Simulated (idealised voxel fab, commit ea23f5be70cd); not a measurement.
This section sets out a process module, namely voxel self aligned vias.
This is section cut - it's 200 nm across, gridded in 5 nm square cells.
Throughout this document, each cross-section is represented as a grid of square cells and is presented as a sequence of bands enumerated from the top downward, where a band comprises one or more rows of cells.
Heights first: top, then bottom, in nm. Then materials, left to right, each with a width in nm. "everywhere" on a single material: fills the band edge to edge. "blank": empty space.
Height datum 0, below which the as-received substrate wafer is one material. Lowest band open at the bottom, running downward: "0 nm and below".
Width spec "30 to 40" -> top row of cells at first value, bottom row at second value, equal per-row change in between.
Given "remained the same" for a step, no cell of the cross-section differs between before and after that step.
"Closed-off voids" lists enclosed empty spaces (at least 8 cells, no open path upward to the top), each as width x height at distance from the left edge, in nm.
Note: text after step settings on the step line = simulator remark on that step.
The setting "overlay nm" may be written on the line of a step. When the step uses a mask, the value reports how far to the right of the planned place the mask lay, and a negative value reports that it lay to the left.
THE PROCESS STEPS THAT WERE PLANNED ARE LISTED BELOW
1. RECEIVE: material Si
2. CONFORMAL_DEP: material SiO2, thk nm 15
3. CONFORMAL_DEP: material SiCN, thk nm 5
4. DIRECTIONAL_DEP: material lowk, thk nm 20
5. PATTERN: tone open, mask id LINES, material resist, width nm 20, pitch nm 45, thk nm 20, overlay nm 0
6. DIRECTIONAL_ETCH: etch materials lowk, depth nm 20
7. STRIP: etch materials resist
8. CONFORMAL_DEP: material TiN, thk nm 5
9. FILL_DEP: material Ru, thk nm 10
10. CMP: height nm 40
11. SELECTIVE_ETCH: etch materials W Ru TiN, depth nm 10
12. FILL_DEP: material SiN, thk nm 10
13. CMP: height nm 40
14. DIRECTIONAL_DEP: material lowk, thk nm 15
15. MASKED_ETCH: tone open, mask id VIAS, width nm 30, pitch nm 90, etch materials lowk, depth nm 15, overlay nm 0
16. MASKED_ETCH: tone open, mask id VIAS, width nm 30, pitch nm 90, etch materials SiN, depth nm 10, overlay nm 0
17. CONFORMAL_DEP: material TiN, thk nm 5
18. FILL_DEP: material Ru, thk nm 5
19. CMP: height nm 55
20. CONFORMAL_DEP: material SiN, thk nm 5
WAFER AT RECEIPT (POST STEP 1), CROSS-SECTION
- 0 nm and below | Si everywhere
- Closed-off voids: none
FIRST WAFER AT THE END, AS PLANNED
- 60 nm to 55 nm | SiN everywhere
- 55 nm to 45 nm | lowk=40 / TiN=5 / Ru=20 / TiN=5 / lowk=60 / TiN=5 / Ru=20 / TiN=5 / lowk=40
- 45 nm to 40 nm | lowk=40 / TiN=10 / Ru=10 / TiN=10 / lowk=60 / TiN=10 / Ru=10 / TiN=10 / lowk=40
- 40 nm to 35 nm | lowk=45 / TiN=5 / Ru=10 / TiN=5 / lowk=25 / SiN=20 / lowk=25 / TiN=5 / Ru=10 / TiN=5 / lowk=45
- 35 nm to 30 nm | lowk=45 / TiN=20 / lowk=25 / SiN=20 / lowk=25 / TiN=20 / lowk=45
- 30 nm to 25 nm | lowk=45 / TiN=5 / Ru=10 / TiN=5 / lowk=25 / TiN=5 / Ru=10 / TiN=5 / lowk=25 / TiN=5 / Ru=10 / TiN=5 / lowk=45
- 25 nm to 20 nm | lowk=45 / TiN=20 / lowk=25 / TiN=20 / lowk=25 / TiN=20 / lowk=45
- 20 nm to 15 nm | SiCN everywhere
- 15 nm to 0 nm | SiO2 everywhere
- 0 nm and below | Si everywhere
- Closed-off voids: none
WAFER TWO, END OF MODULE, CROSS-SECTION. SAME START, SAME PLAN AS WAFER ONE. ONE MISTAKE IN THE RUN
- 60 nm to 55 nm | SiN everywhere
- 55 nm to 45 nm | lowk=40 / TiN=5 / Ru=20 / TiN=5 / lowk=60 / TiN=5 / Ru=20 / TiN=5 / lowk=40
- 45 nm to 40 nm | lowk=40 / TiN=15 / Ru=10 / TiN=5 / lowk=60 / TiN=15 / Ru=10 / TiN=5 / lowk=40
- 40 nm to 35 nm | lowk=50 / TiN=5 / Ru=10 / TiN=5 / lowk=25 / SiN=20 / lowk=25 / TiN=5 / Ru=10 / TiN=5 / lowk=40
- 35 nm to 30 nm | lowk=50 / TiN=20 / lowk=25 / SiN=20 / lowk=25 / TiN=20 / lowk=40
- 30 nm to 25 nm | lowk=50 / TiN=5 / Ru=10 / TiN=5 / lowk=25 / TiN=5 / Ru=10 / TiN=5 / lowk=25 / TiN=5 / Ru=10 / TiN=5 / lowk=40
- 25 nm to 20 nm | lowk=50 / TiN=20 / lowk=25 / TiN=20 / lowk=25 / TiN=20 / lowk=40
- 20 nm to 15 nm | SiCN everywhere
- 15 nm to 0 nm | SiO2 everywhere
- 0 nm and below | Si everywhere
- Closed-off voids: none
Here's what went sideways: step 5 deviated from plan and actually ran as PATTERN: tone open, mask id LINES, material resist, width nm 20, pitch nm 45, thk nm 20, overlay nm 5
At the end, each material covers as many cells on the second wafer as it does on the first, though the cells it covers are elsewhere.
